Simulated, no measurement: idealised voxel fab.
The process module that follows is named voxel wiring stack.
For reference, the cross-section in this document is cut, with width 210 nm and square cells of 5 nm.
Think of the cross-section as a grid of square cells. We describe it in bands, top to bottom, and each band covers one or more rows of those cells. Band entry format. Leading values: height of top, height of bottom, nm. Remainder: materials in left-to-right order, each with its width in nm. Special words: "all across" on a single material, which then fills the band edge to edge; "air", empty space. Basically, 0 is our baseline, since under it the wafer straight out of the box is all one material. The bottom band has no lower end and keeps on going down, so it looks like "0 down". The width entry "30->40" should be interpreted row by row: the top row of cells in the band takes the first number, the bottom row takes the second number, and the change between adjacent rows is uniform throughout. No cell of the cross-section changed in a step that is given as "no alterations made". In "Entrapped voids" the enclosed voids are listed, meaning empty spaces of 8 cells or larger without any opening to the top. The form is width x height at distance, distance from the left edge, units nm. Note: text after step settings on the step line = simulator remark on that step. "overlay nm" answers the question of how far to the right of plan the mask lay on a step that has a mask, and when it is negative the answer is to the left.

Steps planned for the process
1 RECEIVE, material Si
2 CONFORMAL_DEP, material SiO2, thk nm 10
3 DIRECTIONAL_DEP, material TiN, thk nm 5
4 DIRECTIONAL_DEP, material W, thk nm 15
5 PATTERN, tone cover, mask id METAL_1, material resist, width nm 30, pitch nm 60, thk nm 15, overlay nm 0
6 DIRECTIONAL_ETCH, etch materials W, depth nm 15
7 DIRECTIONAL_ETCH, etch materials TiN, depth nm 5
8 STRIP, etch materials resist
9 FILL_DEP, material SiO2, thk nm 5
10 CMP, height nm 30
11 CONFORMAL_DEP, material SiCN, thk nm 5
12 DIRECTIONAL_DEP, material SiO2, thk nm 10
13 DIRECTIONAL_DEP, material aC, thk nm 10
14 PATTERN, tone open, mask id PLUG_1, material resist, width nm 15, pitch nm 60, thk nm 25, overlay nm 0
15 DIRECTIONAL_ETCH, etch materials aC, depth nm 10
16 STRIP, etch materials resist
17 DIRECTIONAL_ETCH, etch materials SiO2, depth nm 10
18 DIRECTIONAL_ETCH, etch materials SiCN, depth nm 5
19 STRIP, etch materials aC
20 EPI, material Ru, thk nm 10
21 EPI, material Ru, thk nm 5
22 CONFORMAL_DEP, material SiN, thk nm 5
23 DIRECTIONAL_DEP, material SiO2, thk nm 15
24 DIRECTIONAL_DEP, material aC, thk nm 15
25 PATTERN, tone open, mask id METAL_2, material resist, width nm 30, pitch nm 60, thk nm 30, overlay nm 0
26 DIRECTIONAL_ETCH, etch materials aC, depth nm 15
27 STRIP, etch materials resist
28 DIRECTIONAL_ETCH, etch materials SiO2, depth nm 15
29 DIRECTIONAL_ETCH, etch materials SiN, depth nm 5
30 STRIP, etch materials aC
31 CONFORMAL_DEP, material TiN, thk nm 5
32 FILL_DEP, material W, thk nm 10
33 CMP, height nm 65
34 CONFORMAL_DEP, material SiCN, thk nm 5
35 DIRECTIONAL_DEP, material lowk, thk nm 15
36 DIRECTIONAL_DEP, material aC, thk nm 10
37 PATTERN, tone open, mask id PLUG_2, material resist, width nm 15, pitch nm 60, thk nm 25, overlay nm 0
38 DIRECTIONAL_ETCH, etch materials aC, depth nm 10
39 STRIP, etch materials resist
40 DIRECTIONAL_ETCH, etch materials lowk, depth nm 15
41 DIRECTIONAL_ETCH, etch materials SiCN, depth nm 5
42 STRIP, etch materials aC
43 EPI, material Ru, thk nm 10
44 EPI, material Ru, thk nm 10
45 DIRECTIONAL_DEP, material TiN, thk nm 5
46 DIRECTIONAL_DEP, material Ru, thk nm 15
47 DIRECTIONAL_DEP, material aC, thk nm 10
48 PATTERN, tone cover, mask id METAL_3, material resist, width nm 30, pitch nm 60, thk nm 25, overlay nm 0
49 DIRECTIONAL_ETCH, etch materials aC, depth nm 10
50 STRIP, etch materials resist
51 DIRECTIONAL_ETCH, etch materials Ru, depth nm 15
52 DIRECTIONAL_ETCH, etch materials TiN, depth nm 5
53 STRIP, etch materials aC
54 FILL_DEP, material lowk, thk nm 5
55 CMP, height nm 105
56 CONFORMAL_DEP, material SiCN, thk nm 5
57 DIRECTIONAL_DEP, material SiO2, thk nm 20
58 MASKED_ETCH, tone open, mask id PLUG_3, width nm 15, pitch nm 120, etch materials SiO2, depth nm 20, overlay nm 0
59 MASKED_ETCH, tone open, mask id PLUG_3, width nm 15, pitch nm 120, etch materials SiCN, depth nm 5, overlay nm 0
60 CONFORMAL_DEP, material TiN, thk nm 5
61 FILL_DEP, material Cu, thk nm 5
62 CMP, height nm 130
63 DIRECTIONAL_DEP, material TiN, thk nm 5
64 DIRECTIONAL_DEP, material W, thk nm 15
65 PATTERN, tone cover, mask id METAL_4, material resist, width nm 30, pitch nm 60, thk nm 15, overlay nm 0
66 DIRECTIONAL_ETCH, etch materials W, depth nm 15
67 DIRECTIONAL_ETCH, etch materials TiN, depth nm 5
68 STRIP, etch materials resist
69 FILL_DEP, material lowk, thk nm 10
70 CMP, height nm 150
71 CONFORMAL_DEP, material SiCN, thk nm 5

Incoming wafer, cross-sectional view, post step 1
    0 down = Si all across
    Entrapped voids: none

Run as planned - first of the two wafers cross-sectioned at the end of the module
    155 to 150 = SiCN all across
    150 to 135 = 30 lowk  30 W  30 lowk  30 W  30 lowk  30 W  30 lowk
    135 to 130 = 30 lowk  30 TiN  30 lowk  30 TiN  30 lowk  30 TiN  30 lowk
    130 to 110 = 30 SiO2  5 TiN  5 Cu  5 TiN  105 SiO2  5 TiN  5 Cu  5 TiN  45 SiO2
    110 to 105 = 30 SiCN  15 TiN  105 SiCN  15 TiN  45 SiCN
    105 to 90 = 30 lowk  30 Ru  30 lowk  30 Ru  30 lowk  30 Ru  30 lowk
    90 to 85 = 30 lowk  30 TiN  30 lowk  30 TiN  30 lowk  30 TiN  30 lowk
    85 to 70 = 30 lowk  15 Ru  45 lowk  15 Ru  45 lowk  15 Ru  45 lowk
    70 to 65 = 30 SiCN  15 Ru  45 SiCN  15 Ru  45 SiCN  15 Ru  45 SiCN
    65 to 50 = 30 SiO2  5 TiN  20 W  5 TiN  30 SiO2  5 TiN  20 W  5 TiN  30 SiO2  5 TiN  20 W  5 TiN  30 SiO2
    50 to 45 = 30 SiN  30 TiN  30 SiN  30 TiN  30 SiN  30 TiN  30 SiN
    45 to 35 = 30 SiO2  15 Ru  45 SiO2  15 Ru  45 SiO2  15 Ru  45 SiO2
    35 to 30 = 30 SiCN  15 Ru  45 SiCN  15 Ru  45 SiCN  15 Ru  45 SiCN
    30 to 15 = 30 SiO2  30 W  30 SiO2  30 W  30 SiO2  30 W  30 SiO2
    15 to 10 = 30 SiO2  30 TiN  30 SiO2  30 TiN  30 SiO2  30 TiN  30 SiO2
    10 to 0 = SiO2 all across
    0 down = Si all across
    Entrapped voids: none

Now the second wafer, cross-sectioned at the end of the module. Nothing different at the start, nothing different in the plan compared with the first, just one mistake when it was actually run
    155 to 150 = SiCN all across
    150 to 135 = 30 lowk  30 W  30 lowk  30 W  30 lowk  30 W  30 lowk
    135 to 130 = 30 lowk  30 TiN  30 lowk  30 TiN  30 lowk  30 TiN  30 lowk
    130 to 110 = 30 SiO2  5 TiN  5 Cu  5 TiN  105 SiO2  5 TiN  5 Cu  5 TiN  45 SiO2
    110 to 105 = 30 SiCN  15 TiN  105 SiCN  15 TiN  45 SiCN
    105 to 95 = 45 lowk  15 Ru  45 lowk  15 Ru  45 lowk  15 Ru  30 lowk
    95 to 90 = 30 lowk  30 Ru  30 lowk  30 Ru  30 lowk  30 Ru  30 lowk
    90 to 85 = 30 lowk  15 Ru  15 TiN  30 lowk  15 Ru  15 TiN  30 lowk  15 Ru  15 TiN  30 lowk
    85 to 80 = 30 lowk  15 Ru  45 lowk  15 Ru  45 lowk  15 Ru  45 lowk
    80 to 75 = 30 lowk  15 TiN  45 lowk  15 TiN  45 lowk  15 TiN  45 lowk
    75 to 70 = 30 lowk  15 Ru  45 lowk  15 Ru  45 lowk  15 Ru  45 lowk
    70 to 65 = 30 SiCN  15 Ru  45 SiCN  15 Ru  45 SiCN  15 Ru  45 SiCN
    65 to 50 = 30 SiO2  5 TiN  20 W  5 TiN  30 SiO2  5 TiN  20 W  5 TiN  30 SiO2  5 TiN  20 W  5 TiN  30 SiO2
    50 to 45 = 30 SiN  30 TiN  30 SiN  30 TiN  30 SiN  30 TiN  30 SiN
    45 to 35 = 30 SiO2  15 Ru  45 SiO2  15 Ru  45 SiO2  15 Ru  45 SiO2
    35 to 30 = 30 SiCN  15 Ru  45 SiCN  15 Ru  45 SiCN  15 Ru  45 SiCN
    30 to 15 = 30 SiO2  30 W  30 SiO2  30 W  30 SiO2  30 W  30 SiO2
    15 to 10 = 30 SiO2  30 TiN  30 SiO2  30 TiN  30 SiO2  30 TiN  30 SiO2
    10 to 0 = SiO2 all across
    0 down = Si all across
    Entrapped voids: none
What was the processing mistake? one omitted step among identical steps 43 and 44, identity undeterminable
The closing comparison, in cells, has the second wafer with more or fewer of some materials than the first: 18 fewer of Ru; 18 more of lowk
